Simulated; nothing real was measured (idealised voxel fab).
process module | voxel trench capacitor
cross-section cut | 225 nm wide | cells 5 nm
A cross-section is a grid of square cells, given in bands from the top down. A band is one or more rows of cells.
Each band's line starts with the height of the band's top and of its bottom, in nm. Then come its materials from left to right, each with its width in nm. One material with "throughout" fills the band from edge to edge. "air" is empty space.
Height 0 is the level under which the wafer as received is all one material. The lowest band goes on downwards, as in "0 down".
A width such as "30 to 40" changes by the same amount from each row of cells to the next, from the band's top row to its bottom row.
"no change" after a step means that no cell of the cross-section changed.
closed voids: empty space of 8 cells or more with no open way to the top, each as width x height at its distance from the left edge, in nm
after a step's settings: what the simulator itself notes on the step
overlay nm, on a step with a mask: how far to the right of its planned place the mask lay; to the left if negative
plan
1 op RECEIVE | material Si
2 op CONFORMAL_DEP | material SiN | thk nm 10
3 op MASKED_ETCH | tone open | mask id TRENCH | width nm 15 | pitch nm 45 | etch materials SiN | depth nm 10 | overlay nm 0
4 op MASKED_ETCH | tone open | mask id TRENCH | width nm 15 | pitch nm 45 | etch materials Si | depth nm 40 | overlay nm 0
5 op CONFORMAL_DEP | material SiO2 | thk nm 5
6 op FILL_DEP | material polySi | thk nm 5
7 op CMP | height nm 10
as received, after step 1
  0 down: Si throughout
  closed voids: none
first wafer at the end, as planned
  10 to 0: SiN 80 | SiO2 5 | polySi 5 | SiO2 5 | SiN 30 | SiO2 5 | polySi 5 | SiO2 5 | SiN 85
  0 to -35: Si 80 | SiO2 5 | polySi 5 | SiO2 5 | Si 30 | SiO2 5 | polySi 5 | SiO2 5 | Si 85
  -35 to -40: Si 80 | SiO2 15 | Si 30 | SiO2 15 | Si 85
  -40 down: Si throughout
  closed voids: none
second wafer at the end: like start, like plan, one mistake
  10 to 5: polySi throughout
  5 to 0: SiO2 85 | polySi 5 | SiO2 40 | polySi 5 | SiO2 90
  0 to -35: Si 80 | SiO2 5 | polySi 5 | SiO2 5 | Si 30 | SiO2 5 | polySi 5 | SiO2 5 | Si 85
  -35 to -40: Si 80 | SiO2 15 | Si 30 | SiO2 15 | Si 85
  -40 down: Si throughout
  closed voids: none
what went wrong: step 2 was left out
at the end the second wafer has, in cells: 78 fewer of SiN | 35 more of SiO2 | 43 more of polySi
